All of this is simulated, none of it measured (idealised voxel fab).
Process module heading - voxel wiring stack
We display cut, a cross-section 215 nm in width whose square cells are each 5 nm.
Think of the cross-section as a grid of square cells. We describe it in bands, top to bottom, and each band covers one or more rows of those cells.
Top height, bottom height, nm. Materials left to right, width each, nm. Single material + "all across" = fills band edge to edge. "blank" = empty.
Basically, 0 is our baseline, since under it the wafer straight out of the box is all one material. The bottom band has no lower end and keeps on going down, so it looks like "0 nm and below".
So if you see something like "30 to 40" for the width, read it as the top row of the band sitting at the first number and the bottom row at the second, with every row in between moving by the same amount as the last.
Step marked "remained the same"? Then no cell in the cross-section changed in it.
This entry, "Closed internal cavities", enumerates those empty regions of no fewer than 8 cells that possess no open connection to the top. Each region is reported in the form width x height at distance, the distance being taken from the left edge, with all three quantities expressed in nm.
Post-settings text on a step line: simulator's own remark regarding the step.
overlay nm: for a step with a mask, the amount by which the mask lay right of where it was planned; a negative amount means left of it.

## Planned process steps
step 1: RECEIVE [material Si]
step 2: CONFORMAL_DEP [material SiO2] [thk nm 15]
step 3: DIRECTIONAL_DEP [material TiN] [thk nm 5]
step 4: DIRECTIONAL_DEP [material W] [thk nm 25]
step 5: PATTERN [tone cover] [mask id METAL_1] [material resist] [width nm 25] [pitch nm 40] [thk nm 15] [overlay nm 0]
step 6: DIRECTIONAL_ETCH [etch materials W] [depth nm 25]
step 7: DIRECTIONAL_ETCH [etch materials TiN] [depth nm 5]
step 8: STRIP [etch materials resist]
step 9: FILL_DEP [material lowk] [thk nm 10]
step 10: CMP [height nm 45]
step 11: CONFORMAL_DEP [material SiCN] [thk nm 5]
step 12: DIRECTIONAL_DEP [material SiO2] [thk nm 30]
step 13: DIRECTIONAL_DEP [material aC] [thk nm 10]
step 14: PATTERN [tone open] [mask id METAL_2] [material resist] [width nm 25] [pitch nm 40] [thk nm 25] [overlay nm 0]
step 15: DIRECTIONAL_ETCH [etch materials aC] [depth nm 10]
step 16: STRIP [etch materials resist]
step 17: DIRECTIONAL_ETCH [etch materials SiO2] [depth nm 15]
step 18: STRIP [etch materials aC]
step 19: MASKED_ETCH [tone open] [mask id METAL_2_HOLES] [width nm 15] [pitch nm 40] [etch materials SiO2] [depth nm 15] [overlay nm 0]
step 20: MASKED_ETCH [tone open] [mask id METAL_2_HOLES] [width nm 15] [pitch nm 40] [etch materials SiCN] [depth nm 5] [overlay nm 0]
step 21: CONFORMAL_DEP [material TiN] [thk nm 5]
step 22: FILL_DEP [material Cu] [thk nm 10]
step 23: CMP [height nm 80]
step 24: CONFORMAL_DEP [material SiN] [thk nm 5]

## Shown in cross-section is the wafer as received, that is, as it stands after step 1
	0 nm and below  Si all across
	Closed internal cavities: none

## First wafer of two, sectioned at end of module; run went per plan
	85 nm to 80 nm  SiN all across
	80 nm to 70 nm  SiO2 35 | TiN 5 | Cu 15 | TiN 5 | SiO2 15 | TiN 5 | Cu 15 | TiN 5 | SiO2 15 | TiN 5 | Cu 15 | TiN 5 | SiO2 15 | TiN 5 | Cu 15 | TiN 5 | SiO2 35
	70 nm to 65 nm  SiO2 35 | TiN 5 | Cu 5 | TiN 15 | SiO2 15 | TiN 5 | Cu 5 | TiN 15 | SiO2 15 | TiN 5 | Cu 5 | TiN 15 | SiO2 15 | TiN 5 | Cu 5 | TiN 15 | SiO2 35
	65 nm to 50 nm  SiO2 35 | TiN 5 | Cu 5 | TiN 5 | SiO2 25 | TiN 5 | Cu 5 | TiN 5 | SiO2 25 | TiN 5 | Cu 5 | TiN 5 | SiO2 25 | TiN 5 | Cu 5 | TiN 5 | SiO2 45
	50 nm to 45 nm  SiCN 35 | TiN 15 | SiCN 25 | TiN 15 | SiCN 25 | TiN 15 | SiCN 25 | TiN 15 | SiCN 45
	45 nm to 20 nm  lowk 35 | W 25 | lowk 15 | W 25 | lowk 15 | W 25 | lowk 15 | W 25 | lowk 35
	20 nm to 15 nm  lowk 35 | TiN 25 | lowk 15 | TiN 25 | lowk 15 | TiN 25 | lowk 15 | TiN 25 | lowk 35
	15 nm to 0 nm  SiO2 all across
	0 nm and below  Si all across
	Closed internal cavities: none

## The second wafer, shown in cross-section after the module: started the same way as the first and given the same plan, yet one mistake crept into how it was run
	85 nm to 80 nm  SiN all across
	80 nm to 70 nm  Cu 45 | TiN 5 | SiO2 10 | TiN 5 | Cu 20 | TiN 5 | SiO2 10 | TiN 5 | Cu 20 | TiN 5 | SiO2 10 | TiN 5 | Cu 20 | TiN 5 | SiO2 10 | TiN 5 | Cu 30
	70 nm to 65 nm  TiN 50 | SiO2 10 | TiN 30 | SiO2 10 | TiN 30 | SiO2 10 | TiN 30 | SiO2 10 | TiN 35
	65 nm to 50 nm  SiO2 all across
	50 nm to 45 nm  SiCN all across
	45 nm to 20 nm  lowk 35 | W 25 | lowk 15 | W 25 | lowk 15 | W 25 | lowk 15 | W 25 | lowk 35
	20 nm to 15 nm  lowk 35 | TiN 25 | lowk 15 | TiN 25 | lowk 15 | TiN 25 | lowk 15 | TiN 25 | lowk 35
	15 nm to 0 nm  SiO2 all across
	0 nm and below  Si all across
	Closed internal cavities: none
Which mistake was made when the wafer was run? step 14 did not happen as planned, as run it was PATTERN [tone cover] [mask id METAL_2] [material resist] [width nm 25] [pitch nm 40] [thk nm 25] [overlay nm 0]
At the finish, the second wafer shows more or fewer cells for some materials than the first does: +14 Cu | +12 SiCN | -9 SiO2 | -17 TiN
